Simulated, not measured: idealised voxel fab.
process module | voxel transistor to metal
cross-section cut | 205 nm wide | cells 5 nm
A cross-section is a grid of square cells, given in bands from the top down. A band is one or more rows of cells.
Each band's line starts with the height of the band's top and of its bottom, in nm. Then come its materials from left to right, each with its width in nm. One material with "throughout" fills the band from edge to edge. "air" is empty space.
Height 0 is the level under which the wafer as received is all one material. The lowest band goes on downwards, as in "0 down".
A width such as "30 to 40" changes by the same amount from each row of cells to the next, from the band's top row to its bottom row.
"no change" after a step means that no cell of the cross-section changed.
closed voids: empty space of 8 cells or more with no open way to the top, each as width x height at its distance from the left edge, in nm
after a step's settings: what the simulator itself notes on the step
overlay nm, on a step with a mask: how far to the right of its planned place the mask lay; to the left if negative
Each pair below shows a cross-section before one step and the cross-section after it, down to the lowest band that changed. The line under each pair gives the step between them, with its settings. The pairs can come from different runs of this module on the same starting wafer, so a pair continues from the pair above only where its "before" says so.
before
  0 down: Si throughout
  closed voids: none
after
  5 to 0: SiO2 throughout
  below 0: unchanged
  closed voids: none
the step between: op CONFORMAL_DEP | material SiO2 | thk nm 5
before: the cross-section after the pair above
after
  20 to 5: SiN throughout
  below 5: unchanged
  closed voids: none
the step between: op CONFORMAL_DEP | material SiN | thk nm 15
before: the cross-section after the pair above
after
  20 to 5: air 55 | SiN 95 | air 55
  below 5: unchanged
  closed voids: none
the step between: op MASKED_ETCH | tone cover | mask id ACTIVE | width nm 95 | etch materials SiN | depth nm 15 | overlay nm 0
before: the cross-section after the pair above
after
  20 to 5: air 55 | SiN 95 | air 55
  5 to 0: air 55 | SiO2 95 | air 55
  below 0: unchanged
  closed voids: none
the step between: op MASKED_ETCH | tone cover | mask id ACTIVE | width nm 95 | etch materials SiO2 | depth nm 5 | overlay nm 0
before: the cross-section after the pair above
after
  20 to 5: air 55 | SiN 95 | air 55
  5 to 0: air 55 | SiO2 95 | air 55
  0 to -25: air 55 | Si 95 | air 55
  below -25: unchanged
  closed voids: none
the step between: op MASKED_ETCH | tone cover | mask id ACTIVE | width nm 95 | etch materials Si | depth nm 25 | overlay nm 0
before: the cross-section after the pair above
after
  35 to 20: SiO2 throughout
  20 to 5: SiO2 55 | SiN 95 | SiO2 55
  5 to 0: SiO2 throughout
  0 to -25: SiO2 55 | Si 95 | SiO2 55
  below -25: unchanged
  closed voids: none
the step between: op FILL_DEP | material SiO2 | thk nm 15
before: the cross-section after the pair above
after
  20 to 5: SiO2 55 | SiN 95 | SiO2 55
  below 5: unchanged
  closed voids: none
the step between: op CMP | height nm 20
before: the cross-section after the pair above
after
  20 to 5: air 55 | SiN 95 | air 55
  below 5: unchanged
  closed voids: none
the step between: op SELECTIVE_ETCH | etch materials SiO2 | depth nm 15
before: the cross-section after the pair above
after
  5 to 0: SiO2 throughout
  below 0: unchanged
  closed voids: none
the step between: op STRIP | etch materials SiN
before: the cross-section after the pair above
after
  0 to -25: SiO2 55 | Si 95 | SiO2 55
  below -25: unchanged
  closed voids: none
the step between: op SELECTIVE_ETCH | etch materials SiO2 | depth nm 5
before: the cross-section after the pair above
after
  0 to -5: SiO2 throughout
  below -5: unchanged
  closed voids: none
the step between: op OXIDIZE | depth nm 5
before: the cross-section after the pair above
after
  30 to 0: polySi throughout
  below 0: unchanged
  closed voids: none
the step between: op DIRECTIONAL_DEP | material polySi | thk nm 30
before: the cross-section after the pair above
after
  45 to 30: SiCN throughout
  below 30: unchanged
  closed voids: none
the step between: op DIRECTIONAL_DEP | material SiCN | thk nm 15
before: the cross-section after the pair above
after
  60 to 45: aC throughout
  below 45: unchanged
  closed voids: none
the step between: op DIRECTIONAL_DEP | material aC | thk nm 15
before: the cross-section after the pair above
after
  95 to 60: air 95 | resist 15 | air 95
  below 60: unchanged
  closed voids: none
the step between: op PATTERN | tone cover | mask id GATE | material resist | width nm 15 | thk nm 35 | overlay nm 0
before: the cross-section after the pair above
after
  80 to 60: air 95 | resist 15 | air 95
  60 to 45: air 95 | aC 15 | air 95
  below 45: unchanged
  closed voids: none
the step between: op DIRECTIONAL_ETCH | etch materials aC | depth nm 15
before: the cross-section after the pair above
after
  60 to 45: air 95 | aC 15 | air 95
  below 45: unchanged
  closed voids: none
the step between: op STRIP | etch materials resist
before: the cross-section after the pair above
after
  60 to 45: air 95 | aC 15 | air 95
  45 to 30: air 95 | SiCN 15 | air 95
  below 30: unchanged
  closed voids: none
the step between: op DIRECTIONAL_ETCH | etch materials SiCN | depth nm 25
before: the cross-section after the pair above
after
  60 to 45: air 95 | aC 15 | air 95
  45 to 30: air 95 | SiCN 15 | air 95
  30 to 0: air 95 | polySi 15 | air 95
  below 0: unchanged
  closed voids: none
the step between: op DIRECTIONAL_ETCH | etch materials polySi | depth nm 40
before: the cross-section after the pair above
after
  45 to 30: air 95 | SiCN 15 | air 95
  below 30: unchanged
  closed voids: none
the step between: op STRIP | etch materials aC
before: the cross-section after the pair above
after
  50 to 45: air 90 | SiN 25 | air 90
  45 to 30: air 90 | SiN 5 | SiCN 15 | SiN 5 | air 90
  30 to 5: air 90 | SiN 5 | polySi 15 | SiN 5 | air 90
  5 to 0: SiN 95 | polySi 15 | SiN 95
  below 0: unchanged
  closed voids: none
the step between: op CONFORMAL_DEP | material SiN | thk nm 5
before: the cross-section after the pair above
after
  45 to 30: air 90 | SiN 5 | SiCN 15 | SiN 5 | air 90
  30 to 0: air 90 | SiN 5 | polySi 15 | SiN 5 | air 90
  below 0: unchanged
  closed voids: none
the step between: op DIRECTIONAL_ETCH | etch materials SiN | depth nm 5
before: the cross-section after the pair above
after
  45 to 30: air 90 | SiN 5 | SiCN 15 | SiN 5 | air 90
  30 to 0: air 90 | SiN 5 | polySi 15 | SiN 5 | air 90
  0 to -5: air 90 | SiO2 25 | air 90
  below -5: unchanged
  closed voids: none
the step between: op DIRECTIONAL_ETCH | etch materials SiO2 | depth nm 5
before: the cross-section after the pair above
after
  45 to 30: air 90 | SiN 5 | SiCN 15 | SiN 5 | air 90
  30 to 0: air 90 | SiN 5 | polySi 15 | SiN 5 | air 90
  0 to -5: air 90 | SiO2 25 | air 90
  -5 to -20: SiO2 55 | air 35 | Si 25 | air 35 | SiO2 55
  below -20: unchanged
  closed voids: none
the step between: op DIRECTIONAL_ETCH | etch materials Si | depth nm 15
before: the cross-section after the pair above
after
  45 to 30: air 90 | SiN 5 | SiCN 15 | SiN 5 | air 90
  30 to 15: air 90 | SiN 5 | polySi 15 | SiN 5 | air 90
  15 to 0: air 70 | pSi 20 | SiN 5 | polySi 15 | SiN 5 | pSi 20 | air 70
  0 to -5: air 50 | pSi 40 | SiO2 25 | pSi 40 | air 50
  -5 to -20: SiO2 55 | pSi 35 | Si 25 | pSi 35 | SiO2 55
  below -20: unchanged
  closed voids: none
the step between: op EPI | material pSi | thk nm 20
before: the cross-section after the pair above
after
  50 to 45: SiO2 throughout
  45 to 30: SiO2 90 | SiN 5 | SiCN 15 | SiN 5 | SiO2 90
  30 to 15: SiO2 90 | SiN 5 | polySi 15 | SiN 5 | SiO2 90
  15 to 0: SiO2 70 | pSi 20 | SiN 5 | polySi 15 | SiN 5 | pSi 20 | SiO2 70
  0 to -5: SiO2 50 | pSi 40 | SiO2 25 | pSi 40 | SiO2 50
  below -5: unchanged
  closed voids: none
the step between: op FILL_DEP | material SiO2 | thk nm 5
before: the cross-section after the pair above
after
  45 to 30: SiO2 90 | SiN 5 | SiCN 15 | SiN 5 | SiO2 90
  below 30: unchanged
  closed voids: none
the step between: op CMP | height nm 45
before: the cross-section after the pair above
after
  60 to 45: SiO2 throughout
  below 45: unchanged
  closed voids: none
the step between: op DIRECTIONAL_DEP | material SiO2 | thk nm 15
before: the cross-section after the pair above
after
  75 to 60: resist 60 | air 20 | resist 45 | air 20 | resist 60
  below 60: unchanged
  closed voids: none
the step between: op PATTERN | tone open | mask id CONTACT | material resist | width nm 20 | pitch nm 65 | thk nm 15 | overlay nm 0
before: the cross-section after the pair above
after
  75 to 60: resist 60 | air 20 | resist 45 | air 20 | resist 60
  60 to 45: SiO2 60 | air 20 | SiO2 45 | air 20 | SiO2 60
  45 to 30: SiO2 60 | air 20 | SiO2 10 | SiN 5 | SiCN 15 | SiN 5 | SiO2 10 | air 20 | SiO2 60
  30 to 15: SiO2 60 | air 20 | SiO2 10 | SiN 5 | polySi 15 | SiN 5 | SiO2 10 | air 20 | SiO2 60
  15 to 0: SiO2 60 | air 10 | pSi 20 | SiN 5 | polySi 15 | SiN 5 | pSi 20 | air 10 | SiO2 60
  below 0: unchanged
  closed voids: none
the step between: op DIRECTIONAL_ETCH | etch materials SiO2 | depth nm 60
before: the cross-section after the pair above
after
  60 to 45: SiO2 60 | air 20 | SiO2 45 | air 20 | SiO2 60
  below 45: unchanged
  closed voids: none
the step between: op STRIP | etch materials resist
before: the cross-section after the pair above
after
  65 to 60: TiN 65 | air 10 | TiN 55 | air 10 | TiN 65
  60 to 45: SiO2 60 | TiN 5 | air 10 | TiN 5 | SiO2 45 | TiN 5 | air 10 | TiN 5 | SiO2 60
  45 to 30: SiO2 60 | TiN 5 | air 10 | TiN 5 | SiO2 10 | SiN 5 | SiCN 15 | SiN 5 | SiO2 10 | TiN 5 | air 10 | TiN 5 | SiO2 60
  30 to 20: SiO2 60 | TiN 5 | air 10 | TiN 5 | SiO2 10 | SiN 5 | polySi 15 | SiN 5 | SiO2 10 | TiN 5 | air 10 | TiN 5 | SiO2 60
  20 to 15: SiO2 60 | TiN 20 | SiO2 10 | SiN 5 | polySi 15 | SiN 5 | SiO2 10 | TiN 20 | SiO2 60
  15 to 0: SiO2 60 | TiN 10 | pSi 20 | SiN 5 | polySi 15 | SiN 5 | pSi 20 | TiN 10 | SiO2 60
  below 0: unchanged
  closed voids: none
the step between: op CONFORMAL_DEP | material TiN | thk nm 5
before: the cross-section after the pair above
after
  75 to 65: W throughout
  65 to 60: TiN 65 | W 10 | TiN 55 | W 10 | TiN 65
  60 to 45: SiO2 60 | TiN 5 | W 10 | TiN 5 | SiO2 45 | TiN 5 | W 10 | TiN 5 | SiO2 60
  45 to 30: SiO2 60 | TiN 5 | W 10 | TiN 5 | SiO2 10 | SiN 5 | SiCN 15 | SiN 5 | SiO2 10 | TiN 5 | W 10 | TiN 5 | SiO2 60
  30 to 20: SiO2 60 | TiN 5 | W 10 | TiN 5 | SiO2 10 | SiN 5 | polySi 15 | SiN 5 | SiO2 10 | TiN 5 | W 10 | TiN 5 | SiO2 60
  below 20: unchanged
  closed voids: none
the step between: op FILL_DEP | material W | thk nm 10
before: the cross-section after the pair above
after
  60 to 45: SiO2 60 | TiN 5 | W 10 | TiN 5 | SiO2 45 | TiN 5 | W 10 | TiN 5 | SiO2 60
  below 45: unchanged
  closed voids: none
the step between: op CMP | height nm 60
before: the cross-section after the pair above
after
  65 to 60: SiCN throughout
  below 60: unchanged
  closed voids: none
the step between: op CONFORMAL_DEP | material SiCN | thk nm 5
before: the cross-section after the pair above
after
  85 to 65: lowk throughout
  below 65: unchanged
  closed voids: none
the step between: op DIRECTIONAL_DEP | material lowk | thk nm 20
before: the cross-section after the pair above
after
  85 to 65: lowk 60 | air 20 | lowk 45 | air 20 | lowk 60
  below 65: unchanged
  closed voids: none
the step between: op MASKED_ETCH | tone open | mask id METAL_1 | width nm 20 | pitch nm 65 | etch materials lowk | depth nm 20 | overlay nm 0
before: the cross-section after the pair above
after
  85 to 65: lowk 60 | air 20 | lowk 45 | air 20 | lowk 60
  65 to 60: SiCN 60 | air 20 | SiCN 45 | air 20 | SiCN 60
  below 60: unchanged
  closed voids: none
the step between: op MASKED_ETCH | tone open | mask id METAL_1 | width nm 20 | pitch nm 65 | etch materials SiCN | depth nm 5 | overlay nm 0
before: the cross-section after the pair above
after
  90 to 85: TiN 65 | air 10 | TiN 55 | air 10 | TiN 65
  85 to 65: lowk 60 | TiN 5 | air 10 | TiN 5 | lowk 45 | TiN 5 | air 10 | TiN 5 | lowk 60
  65 to 60: SiCN 60 | TiN 20 | SiCN 45 | TiN 20 | SiCN 60
  below 60: unchanged
  closed voids: none
the step between: op CONFORMAL_DEP | material TiN | thk nm 5
before: the cross-section after the pair above
after
  95 to 90: Cu throughout
  90 to 85: TiN 65 | Cu 10 | TiN 55 | Cu 10 | TiN 65
  85 to 65: lowk 60 | TiN 5 | Cu 10 | TiN 5 | lowk 45 | TiN 5 | Cu 10 | TiN 5 | lowk 60
  below 65: unchanged
  closed voids: none
the step between: op FILL_DEP | material Cu | thk nm 5
before: the cross-section after the pair above
after
  85 to 65: lowk 60 | TiN 5 | Cu 10 | TiN 5 | lowk 45 | TiN 5 | Cu 10 | TiN 5 | lowk 60
  below 65: unchanged
  closed voids: none
the step between: op CMP | height nm 85
before: the cross-section after the pair above
after
  90 to 85: SiCN throughout
  below 85: unchanged
  closed voids: none
the step between: op CONFORMAL_DEP | material SiCN | thk nm 5
before: the cross-section after the pair above
after
  120 to 90: SiO2 throughout
  below 90: unchanged
  closed voids: none
the step between: op DIRECTIONAL_DEP | material SiO2 | thk nm 30
before: the cross-section after the pair above
after
  135 to 120: resist 60 | air 15 | resist 50 | air 15 | resist 65
  below 120: unchanged
  closed voids: none
the step between: op PATTERN | tone open | mask id METAL_2_HOLES | material resist | width nm 15 | pitch nm 65 | thk nm 15 | overlay nm 0
before: the cross-section after the pair above
after
  135 to 120: resist 60 | air 15 | resist 50 | air 15 | resist 65
  120 to 90: SiO2 60 | air 15 | SiO2 50 | air 15 | SiO2 65
  below 90: unchanged
  closed voids: none
the step between: op DIRECTIONAL_ETCH | etch materials SiO2 | depth nm 30
before: the cross-section after the pair above
after
  120 to 90: SiO2 60 | air 15 | SiO2 50 | air 15 | SiO2 65
  below 90: unchanged
  closed voids: none
the step between: op STRIP | etch materials resist
before: the cross-section after the pair above
after
  120 to 105: SiO2 60 | air 20 | SiO2 45 | air 20 | SiO2 60
  below 105: unchanged
  closed voids: none
the step between: op MASKED_ETCH | tone open | mask id METAL_2 | width nm 20 | pitch nm 65 | etch materials SiO2 | depth nm 15 | overlay nm 0
before: the cross-section after the pair above
after
  120 to 105: SiO2 60 | air 20 | SiO2 45 | air 20 | SiO2 60
  105 to 90: SiO2 60 | air 15 | SiO2 50 | air 15 | SiO2 65
  90 to 85: SiCN 60 | air 15 | SiCN 50 | air 15 | SiCN 65
  below 85: unchanged
  closed voids: none
the step between: op MASKED_ETCH | tone open | mask id METAL_2 | width nm 20 | pitch nm 65 | etch materials SiCN | depth nm 5 | overlay nm 0
before: the cross-section after the pair above
after
  125 to 120: TiN 65 | air 10 | TiN 55 | air 10 | TiN 65
  120 to 110: SiO2 60 | TiN 5 | air 10 | TiN 5 | SiO2 45 | TiN 5 | air 10 | TiN 5 | SiO2 60
  110 to 105: SiO2 60 | TiN 5 | air 5 | TiN 10 | SiO2 45 | TiN 5 | air 5 | TiN 10 | SiO2 60
  105 to 90: SiO2 60 | TiN 5 | air 5 | TiN 5 | SiO2 50 | TiN 5 | air 5 | TiN 5 | SiO2 65
  90 to 85: SiCN 60 | TiN 15 | SiCN 50 | TiN 15 | SiCN 65
  below 85: unchanged
  closed voids: none
the step between: op CONFORMAL_DEP | material TiN | thk nm 5
before: the cross-section after the pair above
after
  135 to 125: Cu throughout
  125 to 120: TiN 65 | Cu 10 | TiN 55 | Cu 10 | TiN 65
  120 to 110: SiO2 60 | TiN 5 | Cu 10 | TiN 5 | SiO2 45 | TiN 5 | Cu 10 | TiN 5 | SiO2 60
  110 to 105: SiO2 60 | TiN 5 | Cu 5 | TiN 10 | SiO2 45 | TiN 5 | Cu 5 | TiN 10 | SiO2 60
  105 to 90: SiO2 60 | TiN 5 | Cu 5 | TiN 5 | SiO2 50 | TiN 5 | Cu 5 | TiN 5 | SiO2 65
  below 90: unchanged
  closed voids: none
the step between: op FILL_DEP | material Cu | thk nm 10
before: the cross-section after the pair above
after
  120 to 110: SiO2 60 | TiN 5 | Cu 10 | TiN 5 | SiO2 45 | TiN 5 | Cu 10 | TiN 5 | SiO2 60
  below 110: unchanged
  closed voids: none
the step between: op CMP | height nm 120
before: the cross-section after the pair above
after
  125 to 120: SiCN throughout
  below 120: unchanged
  closed voids: none
the step between: op CONFORMAL_DEP | material SiCN | thk nm 5
before
  75 to 65: W throughout
  65 to 60: TiN 65 | W 10 | TiN 55 | W 10 | TiN 65
  60 to 45: SiO2 60 | TiN 5 | W 10 | TiN 5 | SiO2 45 | TiN 5 | W 10 | TiN 5 | SiO2 60
  45 to 30: SiO2 60 | TiN 5 | W 10 | TiN 5 | SiO2 10 | SiN 5 | SiCN 15 | SiN 5 | SiO2 10 | TiN 5 | W 10 | TiN 5 | SiO2 60
  30 to 20: SiO2 60 | TiN 5 | W 10 | TiN 5 | SiO2 10 | SiN 5 | polySi 15 | SiN 5 | SiO2 10 | TiN 5 | W 10 | TiN 5 | SiO2 60
  20 to 15: SiO2 60 | TiN 20 | SiO2 10 | SiN 5 | polySi 15 | SiN 5 | SiO2 10 | TiN 20 | SiO2 60
  15 to 0: SiO2 60 | TiN 10 | pSi 20 | SiN 5 | polySi 15 | SiN 5 | pSi 20 | TiN 10 | SiO2 60
  0 to -5: SiO2 50 | pSi 40 | SiO2 25 | pSi 40 | SiO2 50
  -5 to -20: SiO2 55 | pSi 35 | Si 25 | pSi 35 | SiO2 55
  -20 to -25: SiO2 55 | Si 95 | SiO2 55
  -25 down: Si throughout
  closed voids: none
after
  80 to 75: SiCN throughout
  below 75: unchanged
  closed voids: none
the step between: op CONFORMAL_DEP | material SiCN | thk nm 5
before: the cross-section after the pair above
after
  100 to 80: lowk throughout
  below 80: unchanged
  closed voids: none
the step between: op DIRECTIONAL_DEP | material lowk | thk nm 20
before: the cross-section after the pair above
after
  100 to 80: lowk 60 | air 20 | lowk 45 | air 20 | lowk 60
  below 80: unchanged
  closed voids: none
the step between: op MASKED_ETCH | tone open | mask id METAL_1 | width nm 20 | pitch nm 65 | etch materials lowk | depth nm 20 | overlay nm 0
before: the cross-section after the pair above
after
  100 to 80: lowk 60 | air 20 | lowk 45 | air 20 | lowk 60
  80 to 75: SiCN 60 | air 20 | SiCN 45 | air 20 | SiCN 60
  below 75: unchanged
  closed voids: none
the step between: op MASKED_ETCH | tone open | mask id METAL_1 | width nm 20 | pitch nm 65 | etch materials SiCN | depth nm 5 | overlay nm 0
before: the cross-section after the pair above
after
  105 to 100: TiN 65 | air 10 | TiN 55 | air 10 | TiN 65
  100 to 80: lowk 60 | TiN 5 | air 10 | TiN 5 | lowk 45 | TiN 5 | air 10 | TiN 5 | lowk 60
  80 to 75: SiCN 60 | TiN 20 | SiCN 45 | TiN 20 | SiCN 60
  below 75: unchanged
  closed voids: none
the step between: op CONFORMAL_DEP | material TiN | thk nm 5
before: the cross-section after the pair above
after
  110 to 105: Cu throughout
  105 to 100: TiN 65 | Cu 10 | TiN 55 | Cu 10 | TiN 65
  100 to 80: lowk 60 | TiN 5 | Cu 10 | TiN 5 | lowk 45 | TiN 5 | Cu 10 | TiN 5 | lowk 60
  below 80: unchanged
  closed voids: none
the step between: op FILL_DEP | material Cu | thk nm 5
before: the cross-section after the pair above
after
  85 to 80: lowk 60 | TiN 5 | Cu 10 | TiN 5 | lowk 45 | TiN 5 | Cu 10 | TiN 5 | lowk 60
  below 80: unchanged
  closed voids: none
the step between: op CMP | height nm 85
before: the cross-section after the pair above
after
  90 to 85: SiCN throughout
  below 85: unchanged
  closed voids: none
the step between: op CONFORMAL_DEP | material SiCN | thk nm 5
before: the cross-section after the pair above
after
  120 to 90: SiO2 throughout
  below 90: unchanged
  closed voids: none
the step between: op DIRECTIONAL_DEP | material SiO2 | thk nm 30
before: the cross-section after the pair above
after
  135 to 120: resist 60 | air 15 | resist 50 | air 15 | resist 65
  below 120: unchanged
  closed voids: none
the step between: op PATTERN | tone open | mask id METAL_2_HOLES | material resist | width nm 15 | pitch nm 65 | thk nm 15 | overlay nm 0
before: the cross-section after the pair above
after
  135 to 120: resist 60 | air 15 | resist 50 | air 15 | resist 65
  120 to 90: SiO2 60 | air 15 | SiO2 50 | air 15 | SiO2 65
  below 90: unchanged
  closed voids: none
the step between: op DIRECTIONAL_ETCH | etch materials SiO2 | depth nm 30
before: the cross-section after the pair above
after
  120 to 90: SiO2 60 | air 15 | SiO2 50 | air 15 | SiO2 65
  below 90: unchanged
  closed voids: none
the step between: op STRIP | etch materials resist
before: the cross-section after the pair above
after
  120 to 105: SiO2 60 | air 20 | SiO2 45 | air 20 | SiO2 60
  below 105: unchanged
  closed voids: none
the step between: op MASKED_ETCH | tone open | mask id METAL_2 | width nm 20 | pitch nm 65 | etch materials SiO2 | depth nm 15 | overlay nm 0
before: the cross-section after the pair above
after
  120 to 105: SiO2 60 | air 20 | SiO2 45 | air 20 | SiO2 60
  105 to 90: SiO2 60 | air 15 | SiO2 50 | air 15 | SiO2 65
  90 to 85: SiCN 60 | air 15 | SiCN 50 | air 15 | SiCN 65
  below 85: unchanged
  closed voids: none
the step between: op MASKED_ETCH | tone open | mask id METAL_2 | width nm 20 | pitch nm 65 | etch materials SiCN | depth nm 5 | overlay nm 0
before: the cross-section after the pair above
after
  125 to 120: TiN 65 | air 10 | TiN 55 | air 10 | TiN 65
  120 to 110: SiO2 60 | TiN 5 | air 10 | TiN 5 | SiO2 45 | TiN 5 | air 10 | TiN 5 | SiO2 60
  110 to 105: SiO2 60 | TiN 5 | air 5 | TiN 10 | SiO2 45 | TiN 5 | air 5 | TiN 10 | SiO2 60
  105 to 90: SiO2 60 | TiN 5 | air 5 | TiN 5 | SiO2 50 | TiN 5 | air 5 | TiN 5 | SiO2 65
  90 to 85: SiCN 60 | TiN 15 | SiCN 50 | TiN 15 | SiCN 65
  below 85: unchanged
  closed voids: none
the step between: op CONFORMAL_DEP | material TiN | thk nm 5
before: the cross-section after the pair above
after
  135 to 125: Cu throughout
  125 to 120: TiN 65 | Cu 10 | TiN 55 | Cu 10 | TiN 65
  120 to 110: SiO2 60 | TiN 5 | Cu 10 | TiN 5 | SiO2 45 | TiN 5 | Cu 10 | TiN 5 | SiO2 60
  110 to 105: SiO2 60 | TiN 5 | Cu 5 | TiN 10 | SiO2 45 | TiN 5 | Cu 5 | TiN 10 | SiO2 60
  105 to 90: SiO2 60 | TiN 5 | Cu 5 | TiN 5 | SiO2 50 | TiN 5 | Cu 5 | TiN 5 | SiO2 65
  below 90: unchanged
  closed voids: none
the step between: op FILL_DEP | material Cu | thk nm 10
before: the cross-section after the pair above
after
  120 to 110: SiO2 60 | TiN 5 | Cu 10 | TiN 5 | SiO2 45 | TiN 5 | Cu 10 | TiN 5 | SiO2 60
  below 110: unchanged
  closed voids: none
the step between: op CMP | height nm 120
before: the cross-section after the pair above
after
  125 to 120: SiCN throughout
  below 120: unchanged
  closed voids: none
the step between: op CONFORMAL_DEP | material SiCN | thk nm 5
before
  60 to 45: SiO2 throughout
  45 to 30: SiO2 90 | SiN 5 | SiCN 15 | SiN 5 | SiO2 90
  30 to 15: SiO2 90 | SiN 5 | polySi 15 | SiN 5 | SiO2 90
  15 to 0: SiO2 70 | pSi 20 | SiN 5 | polySi 15 | SiN 5 | pSi 20 | SiO2 70
  0 to -5: SiO2 50 | pSi 40 | SiO2 25 | pSi 40 | SiO2 50
  -5 to -20: SiO2 55 | pSi 35 | Si 25 | pSi 35 | SiO2 55
  -20 to -25: SiO2 55 | Si 95 | SiO2 55
  -25 down: Si throughout
  closed voids: none
after
  75 to 45: SiO2 throughout
  below 45: unchanged
  closed voids: none
the step between: op DIRECTIONAL_DEP | material SiO2 | thk nm 15
before: the cross-section after the pair above
after
  90 to 75: resist 60 | air 20 | resist 45 | air 20 | resist 60
  below 75: unchanged
  closed voids: none
the step between: op PATTERN | tone open | mask id CONTACT | material resist | width nm 20 | pitch nm 65 | thk nm 15 | overlay nm 0
before: the cross-section after the pair above
after
  90 to 75: resist 60 | air 20 | resist 45 | air 20 | resist 60
  75 to 45: SiO2 60 | air 20 | SiO2 45 | air 20 | SiO2 60
  45 to 30: SiO2 60 | air 20 | SiO2 10 | SiN 5 | SiCN 15 | SiN 5 | SiO2 10 | air 20 | SiO2 60
  30 to 15: SiO2 60 | air 20 | SiO2 10 | SiN 5 | polySi 15 | SiN 5 | SiO2 10 | air 20 | SiO2 60
  below 15: unchanged
  closed voids: none
the step between: op DIRECTIONAL_ETCH | etch materials SiO2 | depth nm 60
before: the cross-section after the pair above
after
  75 to 45: SiO2 60 | air 20 | SiO2 45 | air 20 | SiO2 60
  below 45: unchanged
  closed voids: none
the step between: op STRIP | etch materials resist
before: the cross-section after the pair above
after
  80 to 75: TiN 65 | air 10 | TiN 55 | air 10 | TiN 65
  75 to 45: SiO2 60 | TiN 5 | air 10 | TiN 5 | SiO2 45 | TiN 5 | air 10 | TiN 5 | SiO2 60
  45 to 30: SiO2 60 | TiN 5 | air 10 | TiN 5 | SiO2 10 | SiN 5 | SiCN 15 | SiN 5 | SiO2 10 | TiN 5 | air 10 | TiN 5 | SiO2 60
  30 to 20: SiO2 60 | TiN 5 | air 10 | TiN 5 | SiO2 10 | SiN 5 | polySi 15 | SiN 5 | SiO2 10 | TiN 5 | air 10 | TiN 5 | SiO2 60
  20 to 15: SiO2 60 | TiN 20 | SiO2 10 | SiN 5 | polySi 15 | SiN 5 | SiO2 10 | TiN 20 | SiO2 60
  below 15: unchanged
  closed voids: none
the step between: op CONFORMAL_DEP | material TiN | thk nm 5
before: the cross-section after the pair above
after
  90 to 80: W throughout
  80 to 75: TiN 65 | W 10 | TiN 55 | W 10 | TiN 65
  75 to 45: SiO2 60 | TiN 5 | W 10 | TiN 5 | SiO2 45 | TiN 5 | W 10 | TiN 5 | SiO2 60
  45 to 30: SiO2 60 | TiN 5 | W 10 | TiN 5 | SiO2 10 | SiN 5 | SiCN 15 | SiN 5 | SiO2 10 | TiN 5 | W 10 | TiN 5 | SiO2 60
  30 to 20: SiO2 60 | TiN 5 | W 10 | TiN 5 | SiO2 10 | SiN 5 | polySi 15 | SiN 5 | SiO2 10 | TiN 5 | W 10 | TiN 5 | SiO2 60
  below 20: unchanged
  closed voids: none
the step between: op FILL_DEP | material W | thk nm 10
before: the cross-section after the pair above
after
  60 to 45: SiO2 60 | TiN 5 | W 10 | TiN 5 | SiO2 45 | TiN 5 | W 10 | TiN 5 | SiO2 60
  below 45: unchanged
  closed voids: none
the step between: op CMP | height nm 60
before: the cross-section after the pair above
after
  65 to 60: SiCN throughout
  below 60: unchanged
  closed voids: none
the step between: op CONFORMAL_DEP | material SiCN | thk nm 5
before: the cross-section after the pair above
after
  85 to 65: lowk throughout
  below 65: unchanged
  closed voids: none
the step between: op DIRECTIONAL_DEP | material lowk | thk nm 20
before: the cross-section after the pair above
after
  85 to 65: lowk 60 | air 20 | lowk 45 | air 20 | lowk 60
  below 65: unchanged
  closed voids: none
the step between: op MASKED_ETCH | tone open | mask id METAL_1 | width nm 20 | pitch nm 65 | etch materials lowk | depth nm 20 | overlay nm 0
before: the cross-section after the pair above
after
  85 to 65: lowk 60 | air 20 | lowk 45 | air 20 | lowk 60
  65 to 60: SiCN 60 | air 20 | SiCN 45 | air 20 | SiCN 60
  below 60: unchanged
  closed voids: none
the step between: op MASKED_ETCH | tone open | mask id METAL_1 | width nm 20 | pitch nm 65 | etch materials SiCN | depth nm 5 | overlay nm 0
before: the cross-section after the pair above
after
  90 to 85: TiN 65 | air 10 | TiN 55 | air 10 | TiN 65
  85 to 65: lowk 60 | TiN 5 | air 10 | TiN 5 | lowk 45 | TiN 5 | air 10 | TiN 5 | lowk 60
  65 to 60: SiCN 60 | TiN 20 | SiCN 45 | TiN 20 | SiCN 60
  below 60: unchanged
  closed voids: none
the step between: op CONFORMAL_DEP | material TiN | thk nm 5
before: the cross-section after the pair above
after
  95 to 90: Cu throughout
  90 to 85: TiN 65 | Cu 10 | TiN 55 | Cu 10 | TiN 65
  85 to 65: lowk 60 | TiN 5 | Cu 10 | TiN 5 | lowk 45 | TiN 5 | Cu 10 | TiN 5 | lowk 60
  below 65: unchanged
  closed voids: none
the step between: op FILL_DEP | material Cu | thk nm 5
before: the cross-section after the pair above
after
  85 to 65: lowk 60 | TiN 5 | Cu 10 | TiN 5 | lowk 45 | TiN 5 | Cu 10 | TiN 5 | lowk 60
  below 65: unchanged
  closed voids: none
the step between: op CMP | height nm 85
before: the cross-section after the pair above
after
  90 to 85: SiCN throughout
  below 85: unchanged
  closed voids: none
the step between: op CONFORMAL_DEP | material SiCN | thk nm 5
before: the cross-section after the pair above
after
  120 to 90: SiO2 throughout
  below 90: unchanged
  closed voids: none
the step between: op DIRECTIONAL_DEP | material SiO2 | thk nm 30
before: the cross-section after the pair above
after
  135 to 120: resist 60 | air 15 | resist 50 | air 15 | resist 65
  below 120: unchanged
  closed voids: none
the step between: op PATTERN | tone open | mask id METAL_2_HOLES | material resist | width nm 15 | pitch nm 65 | thk nm 15 | overlay nm 0
before: the cross-section after the pair above
after
  135 to 120: resist 60 | air 15 | resist 50 | air 15 | resist 65
  120 to 90: SiO2 60 | air 15 | SiO2 50 | air 15 | SiO2 65
  below 90: unchanged
  closed voids: none
the step between: op DIRECTIONAL_ETCH | etch materials SiO2 | depth nm 30
before: the cross-section after the pair above
after
  120 to 90: SiO2 60 | air 15 | SiO2 50 | air 15 | SiO2 65
  below 90: unchanged
  closed voids: none
the step between: op STRIP | etch materials resist
before: the cross-section after the pair above
after
  120 to 105: SiO2 60 | air 20 | SiO2 45 | air 20 | SiO2 60
  below 105: unchanged
  closed voids: none
the step between: op MASKED_ETCH | tone open | mask id METAL_2 | width nm 20 | pitch nm 65 | etch materials SiO2 | depth nm 15 | overlay nm 0
before: the cross-section after the pair above
after
  120 to 105: SiO2 60 | air 20 | SiO2 45 | air 20 | SiO2 60
  105 to 90: SiO2 60 | air 15 | SiO2 50 | air 15 | SiO2 65
  90 to 85: SiCN 60 | air 15 | SiCN 50 | air 15 | SiCN 65
  below 85: unchanged
  closed voids: none
the step between: op MASKED_ETCH | tone open | mask id METAL_2 | width nm 20 | pitch nm 65 | etch materials SiCN | depth nm 5 | overlay nm 0
